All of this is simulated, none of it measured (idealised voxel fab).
Name of the process module below: voxel wiring stack
Section cut is 245 nm wide and gridded with 5 nm square cells.
Square cells in a grid make up a cross-section in this document, and the grid is given as bands, listed from the top down, each one or more rows of cells. Heads up on the band format: heights come first, top then bottom, in nm. After that it's the materials left to right, each with its width in nm. A single material flagged "all across" fills the whole band edge to edge, and "empty" means there's empty space there. Basically, 0 is our baseline, since under it the wafer straight out of the box is all one material. The bottom band has no lower end and keeps on going down, so it looks like "0 down". You'd read "30->40" like this: the band's top row of cells is as wide as the first number, its bottom row is as wide as the second, and going down, every row changes width by the same amount as the row before did. Reading "nothing was modified" for a step: not a cell of the cross-section changed in it. Each empty space that has no open way to the top and spans at least 8 cells appears under "Enclosed empty spaces" as width x height at distance, the distance counted from the left edge, all in nm. Past the settings on a step's line: simulator remark, on that step. The line of a step may include "overlay nm". On a step with a mask, this value is how far to the right of its planned place the mask lay. A negative value means the mask lay to the left.
## List of planned process steps
1. RECEIVE | material Si
2. CONFORMAL_DEP | material SiO2 | thk nm 10
3. CONFORMAL_DEP | material SiN | thk nm 5
4. DIRECTIONAL_DEP | material SiO2 | thk nm 20
5. DIRECTIONAL_DEP | material aC | thk nm 10
6. PATTERN | tone open | mask id METAL_1 | material resist | width nm 30 | pitch nm 55 | thk nm 25 | overlay nm 0
7. DIRECTIONAL_ETCH | etch materials aC | depth nm 10
8. STRIP | etch materials resist
9. DIRECTIONAL_ETCH | etch materials SiO2 | depth nm 20
10. DIRECTIONAL_ETCH | etch materials SiN | depth nm 5
11. STRIP | etch materials aC
12. CONFORMAL_DEP | material TiN | thk nm 5
13. FILL_DEP | material Ru | thk nm 5
14. CMP | height nm 35
15. CONFORMAL_DEP | material SiCN | thk nm 5
16. DIRECTIONAL_DEP | material SiO2 | thk nm 10
17. PATTERN | tone open | mask id PLUG_1 | material resist | width nm 15 | pitch nm 55 | thk nm 15 | overlay nm 0
18. DIRECTIONAL_ETCH | etch materials SiO2 | depth nm 10
19. DIRECTIONAL_ETCH | etch materials SiCN | depth nm 5
20. STRIP | etch materials resist
21. EPI | material Ru | thk nm 10
22. EPI | material Ru | thk nm 5
23. DIRECTIONAL_DEP | material TiN | thk nm 5
24. DIRECTIONAL_DEP | material W | thk nm 25
25. MASKED_ETCH | tone cover | mask id METAL_2 | width nm 30 | pitch nm 55 | etch materials W | depth nm 25 | overlay nm 0
26. MASKED_ETCH | tone cover | mask id METAL_2 | width nm 30 | pitch nm 55 | etch materials TiN | depth nm 5 | overlay nm 0
27. CONFORMAL_DEP | material SiN | thk nm 5
28. FILL_DEP | material lowk | thk nm 5
29. CMP | height nm 80
30. CONFORMAL_DEP | material SiCN | thk nm 5
31. DIRECTIONAL_DEP | material SiO2 | thk nm 10
32. MASKED_ETCH | tone open | mask id PLUG_2 | width nm 15 | pitch nm 55 | etch materials SiO2 | depth nm 10 | overlay nm 0
33. MASKED_ETCH | tone open | mask id PLUG_2 | width nm 15 | pitch nm 55 | etch materials SiCN | depth nm 5 | overlay nm 0
34. EPI | material Ru | thk nm 10
35. EPI | material Ru | thk nm 5
36. CONFORMAL_DEP | material SiCN | thk nm 5
37. DIRECTIONAL_DEP | material lowk | thk nm 25
38. MASKED_ETCH | tone open | mask id METAL_3 | width nm 30 | pitch nm 55 | etch materials lowk | depth nm 25 | overlay nm 0
39. MASKED_ETCH | tone open | mask id METAL_3 | width nm 30 | pitch nm 55 | etch materials SiCN | depth nm 5 | overlay nm 0
40. CONFORMAL_DEP | material TiN | thk nm 5
41. FILL_DEP | material W | thk nm 10
42. CMP | height nm 125
43. CONFORMAL_DEP | material SiCN | thk nm 5
## First of two wafers: run as planned
## as received, after step 1
* 0 down  Si all across
* Enclosed empty spaces: none
## State of the wafer after step 2, shown in cross-section
* 10 to 0  SiO2 all across
* Rest of section, below 0: as before.
## State of the wafer after step 3, shown in cross-section
* 15 to 10  SiN all across
* Rest of section, below 10: as before.
## State of the wafer after step 4, shown in cross-section
* 35 to 15  SiO2 all across
* Rest of section, below 15: as before.
## State of the wafer after step 5, shown in cross-section
* 45 to 35  aC all across
* Rest of section, below 35: as before.
## State of the wafer after step 6, shown in cross-section
* 70 to 45  resist: 80 / empty: 30 / resist: 25 / empty: 30 / resist: 80
* Rest of section, below 45: as before.
## State of the wafer after step 7, shown in cross-section
* 60 to 45  resist: 80 / empty: 30 / resist: 25 / empty: 30 / resist: 80
* 45 to 35  aC: 80 / empty: 30 / aC: 25 / empty: 30 / aC: 80
* Rest of section, below 35: as before.
## State of the wafer after step 8, shown in cross-section
* 45 to 35  aC: 80 / empty: 30 / aC: 25 / empty: 30 / aC: 80
* Rest of section, below 35: as before.
## State of the wafer after step 9, shown in cross-section
* 45 to 35  aC: 80 / empty: 30 / aC: 25 / empty: 30 / aC: 80
* 35 to 15  SiO2: 80 / empty: 30 / SiO2: 25 / empty: 30 / SiO2: 80
* Rest of section, below 15: as before.
## State of the wafer after step 10, shown in cross-section
* 45 to 35  aC: 80 / empty: 30 / aC: 25 / empty: 30 / aC: 80
* 35 to 15  SiO2: 80 / empty: 30 / SiO2: 25 / empty: 30 / SiO2: 80
* 15 to 10  SiN: 80 / empty: 30 / SiN: 25 / empty: 30 / SiN: 80
* Rest of section, below 10: as before.
## State of the wafer after step 11, shown in cross-section
* 35 to 15  SiO2: 80 / empty: 30 / SiO2: 25 / empty: 30 / SiO2: 80
* Rest of section, below 15: as before.
## State of the wafer after step 12, shown in cross-section
* 40 to 35  TiN: 85 / empty: 20 / TiN: 35 / empty: 20 / TiN: 85
* 35 to 15  SiO2: 80 / TiN: 5 / empty: 20 / TiN: 5 / SiO2: 25 / TiN: 5 / empty: 20 / TiN: 5 / SiO2: 80
* 15 to 10  SiN: 80 / TiN: 30 / SiN: 25 / TiN: 30 / SiN: 80
* Rest of section, below 10: as before.
## State of the wafer after step 13, shown in cross-section
* 45 to 40  Ru all across
* 40 to 35  TiN: 85 / Ru: 20 / TiN: 35 / Ru: 20 / TiN: 85
* 35 to 15  SiO2: 80 / TiN: 5 / Ru: 20 / TiN: 5 / SiO2: 25 / TiN: 5 / Ru: 20 / TiN: 5 / SiO2: 80
* Rest of section, below 15: as before.
## State of the wafer after step 14, shown in cross-section
* 35 to 15  SiO2: 80 / TiN: 5 / Ru: 20 / TiN: 5 / SiO2: 25 / TiN: 5 / Ru: 20 / TiN: 5 / SiO2: 80
* Rest of section, below 15: as before.
## State of the wafer after step 15, shown in cross-section
* 40 to 35  SiCN all across
* Rest of section, below 35: as before.
## State of the wafer after step 16, shown in cross-section
* 50 to 40  SiO2 all across
* Rest of section, below 40: as before.
## State of the wafer after step 17, shown in cross-section
* 65 to 50  resist: 80 / empty: 15 / resist: 40 / empty: 15 / resist: 95
* Rest of section, below 50: as before.
## State of the wafer after step 18, shown in cross-section
* 65 to 50  resist: 80 / empty: 15 / resist: 40 / empty: 15 / resist: 95
* 50 to 40  SiO2: 80 / empty: 15 / SiO2: 40 / empty: 15 / SiO2: 95
* Rest of section, below 40: as before.
## State of the wafer after step 19, shown in cross-section
* 65 to 50  resist: 80 / empty: 15 / resist: 40 / empty: 15 / resist: 95
* 50 to 40  SiO2: 80 / empty: 15 / SiO2: 40 / empty: 15 / SiO2: 95
* 40 to 35  SiCN: 80 / empty: 15 / SiCN: 40 / empty: 15 / SiCN: 95
* Rest of section, below 35: as before.
## State of the wafer after step 20, shown in cross-section
* 50 to 40  SiO2: 80 / empty: 15 / SiO2: 40 / empty: 15 / SiO2: 95
* Rest of section, below 40: as before.
## State of the wafer after step 21, shown in cross-section
* 50 to 45  SiO2: 80 / empty: 15 / SiO2: 40 / empty: 15 / SiO2: 95
* 45 to 40  SiO2: 80 / Ru: 15 / SiO2: 40 / Ru: 15 / SiO2: 95
* 40 to 35  SiCN: 80 / Ru: 15 / SiCN: 40 / Ru: 15 / SiCN: 95
* Rest of section, below 35: as before.
## State of the wafer after step 22, shown in cross-section
* 50 to 40  SiO2: 80 / Ru: 15 / SiO2: 40 / Ru: 15 / SiO2: 95
* Rest of section, below 40: as before.
## State of the wafer after step 23, shown in cross-section
* 55 to 50  TiN all across
* Rest of section, below 50: as before.
## State of the wafer after step 24, shown in cross-section
* 80 to 55  W all across
* Rest of section, below 55: as before.
## State of the wafer after step 25, shown in cross-section
* 80 to 55  empty: 80 / W: 30 / empty: 25 / W: 30 / empty: 80
* Rest of section, below 55: as before.
## State of the wafer after step 26, shown in cross-section
* 80 to 55  empty: 80 / W: 30 / empty: 25 / W: 30 / empty: 80
* 55 to 50  empty: 80 / TiN: 30 / empty: 25 / TiN: 30 / empty: 80
* Rest of section, below 50: as before.
## State of the wafer after step 27, shown in cross-section
* 85 to 80  empty: 75 / SiN: 40 / empty: 15 / SiN: 40 / empty: 75
* 80 to 55  empty: 75 / SiN: 5 / W: 30 / SiN: 5 / empty: 15 / SiN: 5 / W: 30 / SiN: 5 / empty: 75
* 55 to 50  SiN: 80 / TiN: 30 / SiN: 25 / TiN: 30 / SiN: 80
* Rest of section, below 50: as before.
## State of the wafer after step 28, shown in cross-section
* 90 to 85  lowk all across
* 85 to 80  lowk: 75 / SiN: 40 / lowk: 15 / SiN: 40 / lowk: 75
* 80 to 55  lowk: 75 / SiN: 5 / W: 30 / SiN: 5 / lowk: 15 / SiN: 5 / W: 30 / SiN: 5 / lowk: 75
* Rest of section, below 55: as before.
## State of the wafer after step 29, shown in cross-section
* 80 to 55  lowk: 75 / SiN: 5 / W: 30 / SiN: 5 / lowk: 15 / SiN: 5 / W: 30 / SiN: 5 / lowk: 75
* Rest of section, below 55: as before.
## State of the wafer after step 30, shown in cross-section
* 85 to 80  SiCN all across
* Rest of section, below 80: as before.
## State of the wafer after step 31, shown in cross-section
* 95 to 85  SiO2 all across
* Rest of section, below 85: as before.
## State of the wafer after step 32, shown in cross-section
* 95 to 85  SiO2: 80 / empty: 15 / SiO2: 40 / empty: 15 / SiO2: 95
* Rest of section, below 85: as before.
## State of the wafer after step 33, shown in cross-section
* 95 to 85  SiO2: 80 / empty: 15 / SiO2: 40 / empty: 15 / SiO2: 95
* 85 to 80  SiCN: 80 / empty: 15 / SiCN: 40 / empty: 15 / SiCN: 95
* Rest of section, below 80: as before.
## State of the wafer after step 34, shown in cross-section
* 95 to 90  SiO2: 80 / empty: 15 / SiO2: 40 / empty: 15 / SiO2: 95
* 90 to 85  SiO2: 80 / Ru: 15 / SiO2: 40 / Ru: 15 / SiO2: 95
* 85 to 80  SiCN: 80 / Ru: 15 / SiCN: 40 / Ru: 15 / SiCN: 95
* Rest of section, below 80: as before.
## State of the wafer after step 35, shown in cross-section
* 95 to 85  SiO2: 80 / Ru: 15 / SiO2: 40 / Ru: 15 / SiO2: 95
* Rest of section, below 85: as before.
## State of the wafer after step 36, shown in cross-section
* 100 to 95  SiCN all across
* Rest of section, below 95: as before.
## State of the wafer after step 37, shown in cross-section
* 125 to 100  lowk all across
* Rest of section, below 100: as before.
## State of the wafer after step 38, shown in cross-section
* 125 to 100  lowk: 80 / empty: 30 / lowk: 25 / empty: 30 / lowk: 80
* Rest of section, below 100: as before.
## State of the wafer after step 39, shown in cross-section
* 125 to 100  lowk: 80 / empty: 30 / lowk: 25 / empty: 30 / lowk: 80
* 100 to 95  SiCN: 80 / empty: 30 / SiCN: 25 / empty: 30 / SiCN: 80
* Rest of section, below 95: as before.
## State of the wafer after step 40, shown in cross-section
* 130 to 125  TiN: 85 / empty: 20 / TiN: 35 / empty: 20 / TiN: 85
* 125 to 100  lowk: 80 / TiN: 5 / empty: 20 / TiN: 5 / lowk: 25 / TiN: 5 / empty: 20 / TiN: 5 / lowk: 80
* 100 to 95  SiCN: 80 / TiN: 30 / SiCN: 25 / TiN: 30 / SiCN: 80
* Rest of section, below 95: as before.
## State of the wafer after step 41, shown in cross-section
* 140 to 130  W all across
* 130 to 125  TiN: 85 / W: 20 / TiN: 35 / W: 20 / TiN: 85
* 125 to 100  lowk: 80 / TiN: 5 / W: 20 / TiN: 5 / lowk: 25 / TiN: 5 / W: 20 / TiN: 5 / lowk: 80
* Rest of section, below 100: as before.
## State of the wafer after step 42, shown in cross-section
* 125 to 100  lowk: 80 / TiN: 5 / W: 20 / TiN: 5 / lowk: 25 / TiN: 5 / W: 20 / TiN: 5 / lowk: 80
* Rest of section, below 100: as before.
## State of the wafer after step 43, shown in cross-section
* 130 to 125  SiCN all across
* Rest of section, below 125: as before.
## Wafer two: like wafer one in start and plan, but with one mistake in execution; identical up to and including step 5
## Look at the second wafer in cross-section at the time step 6 ought to have finished
* 70 to 45  empty: 80 / resist: 30 / empty: 25 / resist: 30 / empty: 80
* Rest of section, below 45: as before.
## Look at the second wafer in cross-section at the time step 7 ought to have finished
* 60 to 45  empty: 80 / resist: 30 / empty: 25 / resist: 30 / empty: 80
* 45 to 35  empty: 80 / aC: 30 / empty: 25 / aC: 30 / empty: 80
* Rest of section, below 35: as before.
## Look at the second wafer in cross-section at the time step 8 ought to have finished
* 45 to 35  empty: 80 / aC: 30 / empty: 25 / aC: 30 / empty: 80
* Rest of section, below 35: as before.
## Look at the second wafer in cross-section at the time step 9 ought to have finished
* 45 to 35  empty: 80 / aC: 30 / empty: 25 / aC: 30 / empty: 80
* 35 to 15  empty: 80 / SiO2: 30 / empty: 25 / SiO2: 30 / empty: 80
* Rest of section, below 15: as before.
## Look at the second wafer in cross-section at the time step 10 ought to have finished
* 45 to 35  empty: 80 / aC: 30 / empty: 25 / aC: 30 / empty: 80
* 35 to 15  empty: 80 / SiO2: 30 / empty: 25 / SiO2: 30 / empty: 80
* 15 to 10  empty: 80 / SiN: 30 / empty: 25 / SiN: 30 / empty: 80
* Rest of section, below 10: as before.
## Look at the second wafer in cross-section at the time step 11 ought to have finished
* 35 to 15  empty: 80 / SiO2: 30 / empty: 25 / SiO2: 30 / empty: 80
* Rest of section, below 15: as before.
## Look at the second wafer in cross-section at the time step 12 ought to have finished
* 40 to 35  empty: 75 / TiN: 40 / empty: 15 / TiN: 40 / empty: 75
* 35 to 15  empty: 75 / TiN: 5 / SiO2: 30 / TiN: 5 / empty: 15 / TiN: 5 / SiO2: 30 / TiN: 5 / empty: 75
* 15 to 10  TiN: 80 / SiN: 30 / TiN: 25 / SiN: 30 / TiN: 80
* Rest of section, below 10: as before.
## Look at the second wafer in cross-section at the time step 13 ought to have finished
* 45 to 40  Ru all across
* 40 to 35  Ru: 75 / TiN: 40 / Ru: 15 / TiN: 40 / Ru: 75
* 35 to 15  Ru: 75 / TiN: 5 / SiO2: 30 / TiN: 5 / Ru: 15 / TiN: 5 / SiO2: 30 / TiN: 5 / Ru: 75
* Rest of section, below 15: as before.
## Look at the second wafer in cross-section at the time step 14 ought to have finished
* 35 to 15  Ru: 75 / TiN: 5 / SiO2: 30 / TiN: 5 / Ru: 15 / TiN: 5 / SiO2: 30 / TiN: 5 / Ru: 75
* Rest of section, below 15: as before.
## Look at the second wafer in cross-section at the time step 15 ought to have finished
* 40 to 35  SiCN all across
* Rest of section, below 35: as before.
## Look at the second wafer in cross-section at the time step 16 ought to have finished
* 50 to 40  SiO2 all across
* Rest of section, below 40: as before.
## Look at the second wafer in cross-section at the time step 17 ought to have finished
* 65 to 50  resist: 80 / empty: 15 / resist: 40 / empty: 15 / resist: 95
* Rest of section, below 50: as before.
## Look at the second wafer in cross-section at the time step 18 ought to have finished
* 65 to 50  resist: 80 / empty: 15 / resist: 40 / empty: 15 / resist: 95
* 50 to 40  SiO2: 80 / empty: 15 / SiO2: 40 / empty: 15 / SiO2: 95
* Rest of section, below 40: as before.
## Look at the second wafer in cross-section at the time step 19 ought to have finished
* 65 to 50  resist: 80 / empty: 15 / resist: 40 / empty: 15 / resist: 95
* 50 to 40  SiO2: 80 / empty: 15 / SiO2: 40 / empty: 15 / SiO2: 95
* 40 to 35  SiCN: 80 / empty: 15 / SiCN: 40 / empty: 15 / SiCN: 95
* Rest of section, below 35: as before.
## Look at the second wafer in cross-section at the time step 20 ought to have finished
* 50 to 40  SiO2: 80 / empty: 15 / SiO2: 40 / empty: 15 / SiO2: 95
* Rest of section, below 40: as before.
Look at the second wafer in cross-section at the time step 21 ought to have finished: nothing was modified
Look at the second wafer in cross-section at the time step 22 ought to have finished: nothing was modified
## Look at the second wafer in cross-section at the time step 23 ought to have finished
* 55 to 50  TiN: 80 / empty: 15 / TiN: 40 / empty: 15 / TiN: 95
* 50 to 40  SiO2: 80 / empty: 15 / SiO2: 40 / empty: 15 / SiO2: 95
* 40 to 35  SiCN: 80 / TiN: 15 / SiCN: 40 / TiN: 15 / SiCN: 95
* Rest of section, below 35: as before.
## Look at the second wafer in cross-section at the time step 24 ought to have finished
* 80 to 65  W: 80 / empty: 15 / W: 40 / empty: 15 / W: 95
* 65 to 55  W all across
* 55 to 50  TiN: 80 / W: 15 / TiN: 40 / W: 15 / TiN: 95
* 50 to 40  SiO2: 80 / W: 15 / SiO2: 40 / W: 15 / SiO2: 95
* Rest of section, below 40: as before.
## Look at the second wafer in cross-section at the time step 25 ought to have finished
* 80 to 65  empty: 95 / W: 15 / empty: 40 / W: 15 / empty: 80
* 65 to 55  empty: 80 / W: 30 / empty: 25 / W: 30 / empty: 80
* Rest of section, below 55: as before.
## Look at the second wafer in cross-section at the time step 26 ought to have finished
* 80 to 65  empty: 95 / W: 15 / empty: 40 / W: 15 / empty: 80
* 65 to 55  empty: 80 / W: 30 / empty: 25 / W: 30 / empty: 80
* 55 to 50  empty: 80 / W: 15 / TiN: 15 / empty: 25 / W: 15 / TiN: 15 / empty: 80
* Rest of section, below 50: as before.
## Look at the second wafer in cross-section at the time step 27 ought to have finished
* 85 to 80  empty: 90 / SiN: 25 / empty: 30 / SiN: 25 / empty: 75
* 80 to 70  empty: 90 / SiN: 5 / W: 15 / SiN: 5 / empty: 30 / SiN: 5 / W: 15 / SiN: 5 / empty: 75
* 70 to 65  empty: 75 / SiN: 20 / W: 15 / SiN: 5 / empty: 15 / SiN: 20 / W: 15 / SiN: 5 / empty: 75
* 65 to 55  empty: 75 / SiN: 5 / W: 30 / SiN: 5 / empty: 15 / SiN: 5 / W: 30 / SiN: 5 / empty: 75
* 55 to 50  SiN: 80 / W: 15 / TiN: 15 / SiN: 25 / W: 15 / TiN: 15 / SiN: 80
* Rest of section, below 50: as before.
## Look at the second wafer in cross-section at the time step 28 ought to have finished
* 90 to 85  lowk all across
* 85 to 80  lowk: 90 / SiN: 25 / lowk: 30 / SiN: 25 / lowk: 75
* 80 to 70  lowk: 90 / SiN: 5 / W: 15 / SiN: 5 / lowk: 30 / SiN: 5 / W: 15 / SiN: 5 / lowk: 75
* 70 to 65  lowk: 75 / SiN: 20 / W: 15 / SiN: 5 / lowk: 15 / SiN: 20 / W: 15 / SiN: 5 / lowk: 75
* 65 to 55  lowk: 75 / SiN: 5 / W: 30 / SiN: 5 / lowk: 15 / SiN: 5 / W: 30 / SiN: 5 / lowk: 75
* Rest of section, below 55: as before.
## Look at the second wafer in cross-section at the time step 29 ought to have finished
* 80 to 70  lowk: 90 / SiN: 5 / W: 15 / SiN: 5 / lowk: 30 / SiN: 5 / W: 15 / SiN: 5 / lowk: 75
* Rest of section, below 70: as before.
## Look at the second wafer in cross-section at the time step 30 ought to have finished
* 85 to 80  SiCN all across
* Rest of section, below 80: as before.
## Look at the second wafer in cross-section at the time step 31 ought to have finished
* 95 to 85  SiO2 all across
* Rest of section, below 85: as before.
## Look at the second wafer in cross-section at the time step 32 ought to have finished
* 95 to 85  SiO2: 80 / empty: 15 / SiO2: 40 / empty: 15 / SiO2: 95
* Rest of section, below 85: as before.
## Look at the second wafer in cross-section at the time step 33 ought to have finished
* 95 to 85  SiO2: 80 / empty: 15 / SiO2: 40 / empty: 15 / SiO2: 95
* 85 to 80  SiCN: 80 / empty: 15 / SiCN: 40 / empty: 15 / SiCN: 95
* Rest of section, below 80: as before.
Look at the second wafer in cross-section at the time step 34 ought to have finished: nothing was modified
Look at the second wafer in cross-section at the time step 35 ought to have finished: nothing was modified
## Look at the second wafer in cross-section at the time step 36 ought to have finished
* 100 to 95  SiCN: 85 / empty: 5 / SiCN: 50 / empty: 5 / SiCN: 100
* 95 to 85  SiO2: 80 / SiCN: 5 / empty: 5 / SiCN: 5 / SiO2: 40 / SiCN: 5 / empty: 5 / SiCN: 5 / SiO2: 95
* 85 to 80  SiCN all across
* Rest of section, below 80: as before.
## Look at the second wafer in cross-section at the time step 37 ought to have finished
* 125 to 110  lowk: 85 / empty: 5 / lowk: 50 / empty: 5 / lowk: 100
* 110 to 100  lowk all across
* 100 to 95  SiCN: 85 / lowk: 5 / SiCN: 50 / lowk: 5 / SiCN: 100
* 95 to 85  SiO2: 80 / SiCN: 5 / lowk: 5 / SiCN: 5 / SiO2: 40 / SiCN: 5 / lowk: 5 / SiCN: 5 / SiO2: 95
* Rest of section, below 85: as before.
## Look at the second wafer in cross-section at the time step 38 ought to have finished
* 125 to 100  lowk: 80 / empty: 30 / lowk: 25 / empty: 30 / lowk: 80
* 100 to 95  SiCN: 85 / empty: 5 / SiCN: 50 / empty: 5 / SiCN: 100
* 95 to 85  SiO2: 80 / SiCN: 5 / empty: 5 / SiCN: 5 / SiO2: 40 / SiCN: 5 / empty: 5 / SiCN: 5 / SiO2: 95
* Rest of section, below 85: as before.
## Look at the second wafer in cross-section at the time step 39 ought to have finished
* 125 to 100  lowk: 80 / empty: 30 / lowk: 25 / empty: 30 / lowk: 80
* 100 to 95  SiCN: 80 / empty: 30 / SiCN: 25 / empty: 30 / SiCN: 80
* 95 to 85  SiO2: 80 / SiCN: 5 / empty: 5 / SiCN: 5 / SiO2: 40 / SiCN: 5 / empty: 5 / SiCN: 5 / SiO2: 95
* 85 to 80  SiCN: 85 / empty: 5 / SiCN: 50 / empty: 5 / SiCN: 100
* Rest of section, below 80: as before.
## Look at the second wafer in cross-section at the time step 40 ought to have finished
* 130 to 125  TiN: 85 / empty: 20 / TiN: 35 / empty: 20 / TiN: 85
* 125 to 100  lowk: 80 / TiN: 5 / empty: 20 / TiN: 5 / lowk: 25 / TiN: 5 / empty: 20 / TiN: 5 / lowk: 80
* 100 to 95  SiCN: 80 / TiN: 30 / SiCN: 25 / TiN: 30 / SiCN: 80
* 95 to 85  SiO2: 80 / SiCN: 5 / TiN: 5 / SiCN: 5 / SiO2: 40 / SiCN: 5 / TiN: 5 / SiCN: 5 / SiO2: 95
* 85 to 80  SiCN: 85 / TiN: 5 / SiCN: 50 / TiN: 5 / SiCN: 100
* Rest of section, below 80: as before.
## Look at the second wafer in cross-section at the time step 41 ought to have finished
* 140 to 130  W all across
* 130 to 125  TiN: 85 / W: 20 / TiN: 35 / W: 20 / TiN: 85
* 125 to 100  lowk: 80 / TiN: 5 / W: 20 / TiN: 5 / lowk: 25 / TiN: 5 / W: 20 / TiN: 5 / lowk: 80
* Rest of section, below 100: as before.
## Look at the second wafer in cross-section at the time step 42 ought to have finished
* 125 to 100  lowk: 80 / TiN: 5 / W: 20 / TiN: 5 / lowk: 25 / TiN: 5 / W: 20 / TiN: 5 / lowk: 80
* Rest of section, below 100: as before.
## Look at the second wafer in cross-section at the time step 43 ought to have finished
* 130 to 125  SiCN all across
* Rest of section, below 125: as before.
Diagnosis: step 6 went in with a setting other than planned; the actual run was PATTERN | tone cover | mask id METAL_1 | material resist | width nm 30 | pitch nm 55 | thk nm 25 | overlay nm 0
Final difference in cells, second wafer against first, listed per material as more or fewer: +64 Ru, +12 SiCN, -19 SiN, -100 SiO2, +31 TiN, +12 lowk
